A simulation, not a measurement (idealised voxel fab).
voxel ribs on slabs: a process module
In the cross-section labelled cut, the width is 215 nm and each square cell is 5 nm.
Format of a cross-section: grid, square cells. Given as bands. Order: top down. Band: one or more rows of cells. It is stipulated that each band's entry specify, in nanometres, the height of the top of the band and then that of its bottom, followed by the materials of the band in left-to-right sequence, each together with its width in nanometres. A single material marked by the word "everywhere" is understood to fill the band from edge to edge; the word "empty" is understood to denote empty space. Note: height 0 marks the level under which the wafer is uniformly one material as received. Lowest band unbounded below, written "0..down". A width such as "30 to 40" changes by the same amount from each row of cells to the next, from the band's top row to its bottom row. "no modifications" -> step changed no cross-section cell. The entry "Closed cavity list" lists the empty spaces that cover at least 8 cells and have no open path to the top. Each is written as width x height at distance, where the distance is measured from the left edge and all three values are in nm. Past the settings on a step's line: simulator remark, on that step. You can add "overlay nm" to a step's line. For a step with a mask, it describes how far the mask lay to the right of its planned position, and a negative number describes a lay to the left.

[Planned step list for the process]
- 1: RECEIVE,material Si
- 2: DIRECTIONAL_DEP,material SiO2,thk nm 20
- 3: DIRECTIONAL_DEP,material SiN,thk nm 25
- 4: MASKED_ETCH,tone cover,mask id RIB,width nm 20,etch materials SiN,depth nm 10,overlay nm 0
- 5: DIRECTIONAL_DEP,material aC,thk nm 15
- 6: PATTERN,tone cover,mask id SLAB,material resist,width nm 60,thk nm 30,overlay nm 0
- 7: DIRECTIONAL_ETCH,etch materials aC,depth nm 15
- 8: STRIP,etch materials resist
- 9: DIRECTIONAL_ETCH,etch materials SiN,depth nm 15
- 10: STRIP,etch materials aC
- 11: FILL_DEP,material SiO2,thk nm 20
- 12: CMP,height nm 55
- 13: DIRECTIONAL_DEP,material TiN,thk nm 5
- 14: PATTERN,tone cover,mask id HEATER,material resist,width nm 40,thk nm 15,overlay nm 0
- 15: DIRECTIONAL_ETCH,etch materials TiN,depth nm 5
- 16: STRIP,etch materials resist
- 17: CONFORMAL_DEP,material SiO2,thk nm 10
The wafers are alike at the start. At step 4, their width nm differs. The plan lists the first wafer's value.

[As-received cross-section, first of several wafers, post step 1]
> 0..down = Si everywhere
> Closed cavity list: none

[At the end of the module, after its last step, step 17, the first of several wafers appears in cross-section as follows]
> 70..65 = 75 empty, 60 SiO2, 80 empty
> 65..60 = SiO2 everywhere
> 60..55 = 85 SiO2, 40 TiN, 90 SiO2
> 55..45 = SiO2 everywhere
> 45..35 = 95 SiO2, 20 SiN, 100 SiO2
> 35..20 = 75 SiO2, 60 SiN, 80 SiO2
> 20..0 = SiO2 everywhere
> 0..down = Si everywhere
> Closed cavity list: none

[Final wafer cross-section at module end]
> 70..65 = 75 empty, 60 SiO2, 80 empty
> 65..60 = SiO2 everywhere
> 60..55 = 85 SiO2, 40 TiN, 90 SiO2
> 55..45 = SiO2 everywhere
> 45..35 = 85 SiO2, 45 SiN, 85 SiO2
> 35..20 = 75 SiO2, 60 SiN, 80 SiO2
> 20..0 = SiO2 everywhere
> 0..down = Si everywhere
> Closed cavity list: none

[Wafer rows, end of module: cells per material gained (+) or lost (-) since receipt; closed voids last]
width nm 20 | +44 SiN | +519 SiO2 | +8 TiN | Closed cavity list: none
width nm 25 | +46 SiN | +517 SiO2 | +8 TiN | Closed cavity list: none
width nm 30 | +48 SiN | +515 SiO2 | +8 TiN | Closed cavity list: none
width nm 35 | +50 SiN | +513 SiO2 | +8 TiN | Closed cavity list: none
width nm 40 | +52 SiN | +511 SiO2 | +8 TiN | Closed cavity list: none
width nm 45 | +54 SiN | +509 SiO2 | +8 TiN | Closed cavity list: none
